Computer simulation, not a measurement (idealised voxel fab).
This is a process module. Its name is voxel wiring stack.
The cross-section shown here is cut; it is 165 nm wide and divided into square cells measuring 5 nm on a side.
Notation: cross-section as square-cell grid; stated in bands, top first, going down; one or more cell rows per band.
Band: top and bottom heights (nm) first, top before bottom; then materials from left to right, widths in nm. "throughout" marks a sole material filling the band edge to edge. "empty" denotes empty space.
Beneath 0, the wafer as received is one material, and that level is where height counting begins. The lowest band goes on downward without a bottom; it is written like "0 nm and below".
The expression "30..40" gives the width at the extremes of the band, the first number at its top row of cells and the second at its bottom row, with the width changing by equal amounts from each row to the next in between.
For the purposes of this document, the phrase "no alterations made" attached to a step denotes that no cell within the cross-section was modified by that step.
The list in "Encapsulated voids" covers empty spaces of 8 cells or more that cannot reach the top through any open way, and it gives each as width x height at distance; the distance is from the left edge, and width, height and distance are in nm.
Where a step's line continues beyond its settings, the continuation is a remark by the simulator itself on that step.
overlay nm: mask right of planned place by this much (step with mask). Neg. = left.

This section lists the process steps that were planned
| 1 | RECEIVE [material Si] |
| 2 | CONFORMAL_DEP [material SiO2] [thk nm 10] |
| 3 | DIRECTIONAL_DEP [material TiN] [thk nm 5] |
| 4 | DIRECTIONAL_DEP [material W] [thk nm 25] |
| 5 | PATTERN [tone cover] [mask id METAL_1] [material resist] [width nm 20] [pitch nm 40] [thk nm 15] [overlay nm 0] |
| 6 | DIRECTIONAL_ETCH [etch materials W] [depth nm 25] |
| 7 | DIRECTIONAL_ETCH [etch materials TiN] [depth nm 5] |
| 8 | STRIP [etch materials resist] |
| 9 | CONFORMAL_DEP [material SiCN] [thk nm 5] |
| 10 | FILL_DEP [material lowk] [thk nm 10] |
| 11 | CMP [height nm 40] |
| 12 | CONFORMAL_DEP [material SiCN] [thk nm 5] |
| 13 | DIRECTIONAL_DEP [material SiO2] [thk nm 20] |
| 14 | DIRECTIONAL_DEP [material aC] [thk nm 10] |
| 15 | PATTERN [tone open] [mask id PLUG_1] [material resist] [width nm 15] [pitch nm 40] [thk nm 25] [overlay nm 0] |
| 16 | DIRECTIONAL_ETCH [etch materials aC] [depth nm 10] |
| 17 | STRIP [etch materials resist] |
| 18 | DIRECTIONAL_ETCH [etch materials SiO2] [depth nm 20] |
| 19 | DIRECTIONAL_ETCH [etch materials SiCN] [depth nm 5] |
| 20 | STRIP [etch materials aC] |
| 21 | CONFORMAL_DEP [material TiN] [thk nm 5] |
| 22 | FILL_DEP [material Cu] [thk nm 10] |
| 23 | CMP [height nm 65] |
| 24 | DIRECTIONAL_DEP [material TiN] [thk nm 5] |
| 25 | DIRECTIONAL_DEP [material Ru] [thk nm 15] |
| 26 | PATTERN [tone cover] [mask id METAL_2] [material resist] [width nm 20] [pitch nm 40] [thk nm 20] [overlay nm 0] |
| 27 | DIRECTIONAL_ETCH [etch materials Ru] [depth nm 15] |
| 28 | DIRECTIONAL_ETCH [etch materials TiN] [depth nm 5] |
| 29 | STRIP [etch materials resist] |
| 30 | FILL_DEP [material lowk] [thk nm 10] |
| 31 | CMP [height nm 85] |
| 32 | CONFORMAL_DEP [material SiCN] [thk nm 5] |
| 33 | DIRECTIONAL_DEP [material lowk] [thk nm 20] |
| 34 | PATTERN [tone open] [mask id PLUG_2] [material resist] [width nm 15] [pitch nm 40] [thk nm 15] [overlay nm 0] |
| 35 | DIRECTIONAL_ETCH [etch materials lowk] [depth nm 20] |
| 36 | DIRECTIONAL_ETCH [etch materials SiCN] [depth nm 5] |
| 37 | STRIP [etch materials resist] |
| 38 | EPI [material Ru] [thk nm 10] |
| 39 | EPI [material Ru] [thk nm 10] |
| 40 | EPI [material Ru] [thk nm 5] |
| 41 | DIRECTIONAL_DEP [material TiN] [thk nm 5] |
| 42 | DIRECTIONAL_DEP [material Ru] [thk nm 15] |
| 43 | DIRECTIONAL_DEP [material aC] [thk nm 10] |
| 44 | PATTERN [tone cover] [mask id METAL_3] [material resist] [width nm 20] [pitch nm 40] [thk nm 25] [overlay nm 0] |
| 45 | DIRECTIONAL_ETCH [etch materials aC] [depth nm 10] |
| 46 | STRIP [etch materials resist] |
| 47 | DIRECTIONAL_ETCH [etch materials Ru] [depth nm 15] |
| 48 | DIRECTIONAL_ETCH [etch materials TiN] [depth nm 5] |
| 49 | STRIP [etch materials aC] |
| 50 | CONFORMAL_DEP [material SiN] [thk nm 5] |
| 51 | FILL_DEP [material SiO2] [thk nm 10] |
| 52 | CMP [height nm 130] |
| 53 | CONFORMAL_DEP [material SiCN] [thk nm 5] |
| 54 | DIRECTIONAL_DEP [material lowk] [thk nm 20] |
| 55 | MASKED_ETCH [tone open] [mask id PLUG_3] [width nm 15] [pitch nm 40] [etch materials lowk] [depth nm 20] [overlay nm 0] |
| 56 | MASKED_ETCH [tone open] [mask id PLUG_3] [width nm 15] [pitch nm 40] [etch materials SiCN] [depth nm 5] [overlay nm 0] |
| 57 | EPI [material Ru] [thk nm 10] |
| 58 | EPI [material Ru] [thk nm 10] |
| 59 | EPI [material Ru] [thk nm 5] |
| 60 | DIRECTIONAL_DEP [material TiN] [thk nm 5] |
| 61 | DIRECTIONAL_DEP [material W] [thk nm 15] |
| 62 | MASKED_ETCH [tone cover] [mask id METAL_4] [width nm 20] [pitch nm 40] [etch materials W] [depth nm 15] [overlay nm 0] |
| 63 | MASKED_ETCH [tone cover] [mask id METAL_4] [width nm 20] [pitch nm 40] [etch materials TiN] [depth nm 5] [overlay nm 0] |
| 64 | FILL_DEP [material SiO2] [thk nm 10] |
| 65 | CMP [height nm 175] |
| 66 | CONFORMAL_DEP [material SiCN] [thk nm 5] |

First of two wafers, processed according to plan

Cross-section of the wafer at receipt, which is the condition after step 1
* 0 nm and below: Si throughout
* Encapsulated voids: none

Cross-section of the wafer after step 2
* 10 nm to 0 nm: SiO2 throughout
* Below 0, no change.

Cross-section of the wafer after step 3
* 15 nm to 10 nm: TiN throughout
* Below 10, no change.

Cross-section of the wafer after step 4
* 40 nm to 15 nm: W throughout
* Below 15, no change.

Cross-section of the wafer after step 5
* 55 nm to 40 nm: empty 30, then resist 20, then empty 20, then resist 20, then empty 20, then resist 20, then empty 35
* Below 40, no change.

Cross-section of the wafer after step 6
* 55 nm to 40 nm: empty 30, then resist 20, then empty 20, then resist 20, then empty 20, then resist 20, then empty 35
* 40 nm to 15 nm: empty 30, then W 20, then empty 20, then W 20, then empty 20, then W 20, then empty 35
* Below 15, no change.

Cross-section of the wafer after step 7
* 55 nm to 40 nm: empty 30, then resist 20, then empty 20, then resist 20, then empty 20, then resist 20, then empty 35
* 40 nm to 15 nm: empty 30, then W 20, then empty 20, then W 20, then empty 20, then W 20, then empty 35
* 15 nm to 10 nm: empty 30, then TiN 20, then empty 20, then TiN 20, then empty 20, then TiN 20, then empty 35
* Below 10, no change.

Cross-section of the wafer after step 8
* 40 nm to 15 nm: empty 30, then W 20, then empty 20, then W 20, then empty 20, then W 20, then empty 35
* Below 15, no change.

Cross-section of the wafer after step 9
* 45 nm to 40 nm: empty 25, then SiCN 30, then empty 10, then SiCN 30, then empty 10, then SiCN 30, then empty 30
* 40 nm to 15 nm: empty 25, then SiCN 5, then W 20, then SiCN 5, then empty 10, then SiCN 5, then W 20, then SiCN 5, then empty 10, then SiCN 5, then W 20, then SiCN 5, then empty 30
* 15 nm to 10 nm: SiCN 30, then TiN 20, then SiCN 20, then TiN 20, then SiCN 20, then TiN 20, then SiCN 35
* Below 10, no change.

Cross-section of the wafer after step 10
* 55 nm to 45 nm: lowk throughout
* 45 nm to 40 nm: lowk 25, then SiCN 30, then lowk 10, then SiCN 30, then lowk 10, then SiCN 30, then lowk 30
* 40 nm to 15 nm: lowk 25, then SiCN 5, then W 20, then SiCN 5, then lowk 10, then SiCN 5, then W 20, then SiCN 5, then lowk 10, then SiCN 5, then W 20, then SiCN 5, then lowk 30
* Below 15, no change.

Cross-section of the wafer after step 11
* 40 nm to 15 nm: lowk 25, then SiCN 5, then W 20, then SiCN 5, then lowk 10, then SiCN 5, then W 20, then SiCN 5, then lowk 10, then SiCN 5, then W 20, then SiCN 5, then lowk 30
* Below 15, no change.

Cross-section of the wafer after step 12
* 45 nm to 40 nm: SiCN throughout
* Below 40, no change.

Cross-section of the wafer after step 13
* 65 nm to 45 nm: SiO2 throughout
* Below 45, no change.

Cross-section of the wafer after step 14
* 75 nm to 65 nm: aC throughout
* Below 65, no change.

Cross-section of the wafer after step 15
* 100 nm to 75 nm: resist 30, then empty 15, then resist 25, then empty 15, then resist 25, then empty 15, then resist 40
* Below 75, no change.

Cross-section of the wafer after step 16
* 90 nm to 75 nm: resist 30, then empty 15, then resist 25, then empty 15, then resist 25, then empty 15, then resist 40
* 75 nm to 65 nm: aC 30, then empty 15, then aC 25, then empty 15, then aC 25, then empty 15, then aC 40
* Below 65, no change.

Cross-section of the wafer after step 17
* 75 nm to 65 nm: aC 30, then empty 15, then aC 25, then empty 15, then aC 25, then empty 15, then aC 40
* Below 65, no change.

Cross-section of the wafer after step 18
* 75 nm to 65 nm: aC 30, then empty 15, then aC 25, then empty 15, then aC 25, then empty 15, then aC 40
* 65 nm to 45 nm: SiO2 30, then empty 15, then SiO2 25, then empty 15, then SiO2 25, then empty 15, then SiO2 40
* Below 45, no change.

Cross-section of the wafer after step 19
* 75 nm to 65 nm: aC 30, then empty 15, then aC 25, then empty 15, then aC 25, then empty 15, then aC 40
* 65 nm to 45 nm: SiO2 30, then empty 15, then SiO2 25, then empty 15, then SiO2 25, then empty 15, then SiO2 40
* 45 nm to 40 nm: SiCN 30, then empty 15, then SiCN 25, then empty 15, then SiCN 25, then empty 15, then SiCN 40
* Below 40, no change.

Cross-section of the wafer after step 20
* 65 nm to 45 nm: SiO2 30, then empty 15, then SiO2 25, then empty 15, then SiO2 25, then empty 15, then SiO2 40
* Below 45, no change.

Cross-section of the wafer after step 21
* 70 nm to 65 nm: TiN 35, then empty 5, then TiN 35, then empty 5, then TiN 35, then empty 5, then TiN 45
* 65 nm to 45 nm: SiO2 30, then TiN 5, then empty 5, then TiN 5, then SiO2 25, then TiN 5, then empty 5, then TiN 5, then SiO2 25, then TiN 5, then empty 5, then TiN 5, then SiO2 40
* 45 nm to 40 nm: SiCN 30, then TiN 15, then SiCN 25, then TiN 15, then SiCN 25, then TiN 15, then SiCN 40
* Below 40, no change.

Cross-section of the wafer after step 22
* 80 nm to 70 nm: Cu throughout
* 70 nm to 65 nm: TiN 35, then Cu 5, then TiN 35, then Cu 5, then TiN 35, then Cu 5, then TiN 45
* 65 nm to 45 nm: SiO2 30, then TiN 5, then Cu 5, then TiN 5, then SiO2 25, then TiN 5, then Cu 5, then TiN 5, then SiO2 25, then TiN 5, then Cu 5, then TiN 5, then SiO2 40
* Below 45, no change.

Cross-section of the wafer after step 23
* 65 nm to 45 nm: SiO2 30, then TiN 5, then Cu 5, then TiN 5, then SiO2 25, then TiN 5, then Cu 5, then TiN 5, then SiO2 25, then TiN 5, then Cu 5, then TiN 5, then SiO2 40
* Below 45, no change.

Cross-section of the wafer after step 24
* 70 nm to 65 nm: TiN throughout
* Below 65, no change.

Cross-section of the wafer after step 25
* 85 nm to 70 nm: Ru throughout
* Below 70, no change.

Cross-section of the wafer after step 26
* 105 nm to 85 nm: empty 30, then resist 20, then empty 20, then resist 20, then empty 20, then resist 20, then empty 35
* Below 85, no change.

Cross-section of the wafer after step 27
* 105 nm to 85 nm: empty 30, then resist 20, then empty 20, then resist 20, then empty 20, then resist 20, then empty 35
* 85 nm to 70 nm: empty 30, then Ru 20, then empty 20, then Ru 20, then empty 20, then Ru 20, then empty 35
* Below 70, no change.

Cross-section of the wafer after step 28
* 105 nm to 85 nm: empty 30, then resist 20, then empty 20, then resist 20, then empty 20, then resist 20, then empty 35
* 85 nm to 70 nm: empty 30, then Ru 20, then empty 20, then Ru 20, then empty 20, then Ru 20, then empty 35
* 70 nm to 65 nm: empty 30, then TiN 20, then empty 20, then TiN 20, then empty 20, then TiN 20, then empty 35
* Below 65, no change.

Cross-section of the wafer after step 29
* 85 nm to 70 nm: empty 30, then Ru 20, then empty 20, then Ru 20, then empty 20, then Ru 20, then empty 35
* Below 70, no change.

Cross-section of the wafer after step 30
* 95 nm to 85 nm: lowk throughout
* 85 nm to 70 nm: lowk 30, then Ru 20, then lowk 20, then Ru 20, then lowk 20, then Ru 20, then lowk 35
* 70 nm to 65 nm: lowk 30, then TiN 20, then lowk 20, then TiN 20, then lowk 20, then TiN 20, then lowk 35
* Below 65, no change.

Cross-section of the wafer after step 31
* 85 nm to 70 nm: lowk 30, then Ru 20, then lowk 20, then Ru 20, then lowk 20, then Ru 20, then lowk 35
* Below 70, no change.

Cross-section of the wafer after step 32
* 90 nm to 85 nm: SiCN throughout
* Below 85, no change.

Cross-section of the wafer after step 33
* 110 nm to 90 nm: lowk throughout
* Below 90, no change.

Cross-section of the wafer after step 34
* 125 nm to 110 nm: resist 30, then empty 15, then resist 25, then empty 15, then resist 25, then empty 15, then resist 40
* Below 110, no change.

Cross-section of the wafer after step 35
* 125 nm to 110 nm: resist 30, then empty 15, then resist 25, then empty 15, then resist 25, then empty 15, then resist 40
* 110 nm to 90 nm: lowk 30, then empty 15, then lowk 25, then empty 15, then lowk 25, then empty 15, then lowk 40
* Below 90, no change.

Cross-section of the wafer after step 36
* 125 nm to 110 nm: resist 30, then empty 15, then resist 25, then empty 15, then resist 25, then empty 15, then resist 40
* 110 nm to 90 nm: lowk 30, then empty 15, then lowk 25, then empty 15, then lowk 25, then empty 15, then lowk 40
* 90 nm to 85 nm: SiCN 30, then empty 15, then SiCN 25, then empty 15, then SiCN 25, then empty 15, then SiCN 40
* Below 85, no change.

Cross-section of the wafer after step 37
* 110 nm to 90 nm: lowk 30, then empty 15, then lowk 25, then empty 15, then lowk 25, then empty 15, then lowk 40
* Below 90, no change.

Cross-section of the wafer after step 38
* 110 nm to 95 nm: lowk 30, then empty 15, then lowk 25, then empty 15, then lowk 25, then empty 15, then lowk 40
* 95 nm to 90 nm: lowk 30, then Ru 15, then lowk 25, then Ru 15, then lowk 25, then Ru 15, then lowk 40
* 90 nm to 85 nm: SiCN 30, then Ru 15, then SiCN 25, then Ru 15, then SiCN 25, then Ru 15, then SiCN 40
* Below 85, no change.

Cross-section of the wafer after step 39
* 110 nm to 105 nm: lowk 30, then empty 15, then lowk 25, then empty 15, then lowk 25, then empty 15, then lowk 40
* 105 nm to 90 nm: lowk 30, then Ru 15, then lowk 25, then Ru 15, then lowk 25, then Ru 15, then lowk 40
* Below 90, no change.

Cross-section of the wafer after step 40
* 110 nm to 90 nm: lowk 30, then Ru 15, then lowk 25, then Ru 15, then lowk 25, then Ru 15, then lowk 40
* Below 90, no change.

Cross-section of the wafer after step 41
* 115 nm to 110 nm: TiN throughout
* Below 110, no change.

Cross-section of the wafer after step 42
* 130 nm to 115 nm: Ru throughout
* Below 115, no change.

Cross-section of the wafer after step 43
* 140 nm to 130 nm: aC throughout
* Below 130, no change.

Cross-section of the wafer after step 44
* 165 nm to 140 nm: empty 30, then resist 20, then empty 20, then resist 20, then empty 20, then resist 20, then empty 35
* Below 140, no change.

Cross-section of the wafer after step 45
* 155 nm to 140 nm: empty 30, then resist 20, then empty 20, then resist 20, then empty 20, then resist 20, then empty 35
* 140 nm to 130 nm: empty 30, then aC 20, then empty 20, then aC 20, then empty 20, then aC 20, then empty 35
* Below 130, no change.

Cross-section of the wafer after step 46
* 140 nm to 130 nm: empty 30, then aC 20, then empty 20, then aC 20, then empty 20, then aC 20, then empty 35
* Below 130, no change.

Cross-section of the wafer after step 47
* 140 nm to 130 nm: empty 30, then aC 20, then empty 20, then aC 20, then empty 20, then aC 20, then empty 35
* 130 nm to 115 nm: empty 30, then Ru 20, then empty 20, then Ru 20, then empty 20, then Ru 20, then empty 35
* Below 115, no change.

Cross-section of the wafer after step 48
* 140 nm to 130 nm: empty 30, then aC 20, then empty 20, then aC 20, then empty 20, then aC 20, then empty 35
* 130 nm to 115 nm: empty 30, then Ru 20, then empty 20, then Ru 20, then empty 20, then Ru 20, then empty 35
* 115 nm to 110 nm: empty 30, then TiN 20, then empty 20, then TiN 20, then empty 20, then TiN 20, then empty 35
* Below 110, no change.

Cross-section of the wafer after step 49
* 130 nm to 115 nm: empty 30, then Ru 20, then empty 20, then Ru 20, then empty 20, then Ru 20, then empty 35
* Below 115, no change.

Cross-section of the wafer after step 50
* 135 nm to 130 nm: empty 25, then SiN 30, then empty 10, then SiN 30, then empty 10, then SiN 30, then empty 30
* 130 nm to 115 nm: empty 25, then SiN 5, then Ru 20, then SiN 5, then empty 10, then SiN 5, then Ru 20, then SiN 5, then empty 10, then SiN 5, then Ru 20, then SiN 5, then empty 30
* 115 nm to 110 nm: SiN 30, then TiN 20, then SiN 20, then TiN 20, then SiN 20, then TiN 20, then SiN 35
* Below 110, no change.

Cross-section of the wafer after step 51
* 145 nm to 135 nm: SiO2 throughout
* 135 nm to 130 nm: SiO2 25, then SiN 30, then SiO2 10, then SiN 30, then SiO2 10, then SiN 30, then SiO2 30
* 130 nm to 115 nm: SiO2 25, then SiN 5, then Ru 20, then SiN 5, then SiO2 10, then SiN 5, then Ru 20, then SiN 5, then SiO2 10, then SiN 5, then Ru 20, then SiN 5, then SiO2 30
* Below 115, no change.

Cross-section of the wafer after step 52
* 130 nm to 115 nm: SiO2 25, then SiN 5, then Ru 20, then SiN 5, then SiO2 10, then SiN 5, then Ru 20, then SiN 5, then SiO2 10, then SiN 5, then Ru 20, then SiN 5, then SiO2 30
* Below 115, no change.

Cross-section of the wafer after step 53
* 135 nm to 130 nm: SiCN throughout
* Below 130, no change.

Cross-section of the wafer after step 54
* 155 nm to 135 nm: lowk throughout
* Below 135, no change.

Cross-section of the wafer after step 55
* 155 nm to 135 nm: lowk 30, then empty 15, then lowk 25, then empty 15, then lowk 25, then empty 15, then lowk 40
* Below 135, no change.

Cross-section of the wafer after step 56
* 155 nm to 135 nm: lowk 30, then empty 15, then lowk 25, then empty 15, then lowk 25, then empty 15, then lowk 40
* 135 nm to 130 nm: SiCN 30, then empty 15, then SiCN 25, then empty 15, then SiCN 25, then empty 15, then SiCN 40
* Below 130, no change.

Cross-section of the wafer after step 57
* 155 nm to 140 nm: lowk 30, then empty 15, then lowk 25, then empty 15, then lowk 25, then empty 15, then lowk 40
* 140 nm to 135 nm: lowk 30, then Ru 15, then lowk 25, then Ru 15, then lowk 25, then Ru 15, then lowk 40
* 135 nm to 130 nm: SiCN 30, then Ru 15, then SiCN 25, then Ru 15, then SiCN 25, then Ru 15, then SiCN 40
* Below 130, no change.

Cross-section of the wafer after step 58
* 155 nm to 150 nm: lowk 30, then empty 15, then lowk 25, then empty 15, then lowk 25, then empty 15, then lowk 40
* 150 nm to 135 nm: lowk 30, then Ru 15, then lowk 25, then Ru 15, then lowk 25, then Ru 15, then lowk 40
* Below 135, no change.

Cross-section of the wafer after step 59
* 155 nm to 135 nm: lowk 30, then Ru 15, then lowk 25, then Ru 15, then lowk 25, then Ru 15, then lowk 40
* Below 135, no change.

Cross-section of the wafer after step 60
* 160 nm to 155 nm: TiN throughout
* Below 155, no change.

Cross-section of the wafer after step 61
* 175 nm to 160 nm: W throughout
* Below 160, no change.

Cross-section of the wafer after step 62
* 175 nm to 160 nm: empty 30, then W 20, then empty 20, then W 20, then empty 20, then W 20, then empty 35
* Below 160, no change.

Cross-section of the wafer after step 63
* 175 nm to 160 nm: empty 30, then W 20, then empty 20, then W 20, then empty 20, then W 20, then empty 35
* 160 nm to 155 nm: empty 30, then TiN 20, then empty 20, then TiN 20, then empty 20, then TiN 20, then empty 35
* Below 155, no change.

Cross-section of the wafer after step 64
* 185 nm to 175 nm: SiO2 throughout
* 175 nm to 160 nm: SiO2 30, then W 20, then SiO2 20, then W 20, then SiO2 20, then W 20, then SiO2 35
* 160 nm to 155 nm: SiO2 30, then TiN 20, then SiO2 20, then TiN 20, then SiO2 20, then TiN 20, then SiO2 35
* Below 155, no change.

Cross-section of the wafer after step 65
* 175 nm to 160 nm: SiO2 30, then W 20, then SiO2 20, then W 20, then SiO2 20, then W 20, then SiO2 35
* Below 160, no change.

Cross-section of the wafer after step 66
* 180 nm to 175 nm: SiCN throughout
* Below 175, no change.

Second wafer: like start, like plan, one mistake. Through step 65 it matches the first wafer

Cross-section of the second wafer at the time step 66 of the plan should have ended
* 180 nm to 175 nm: aC throughout
* Below 175, no change.
Nonconformance to the process plan: step 66 was not run as planned; what actually ran was CONFORMAL_DEP [material aC] [thk nm 5]
At the finish, the second wafer shows more or fewer cells for some materials than the first does: SiCN: 33 fewer, aC: 33 more
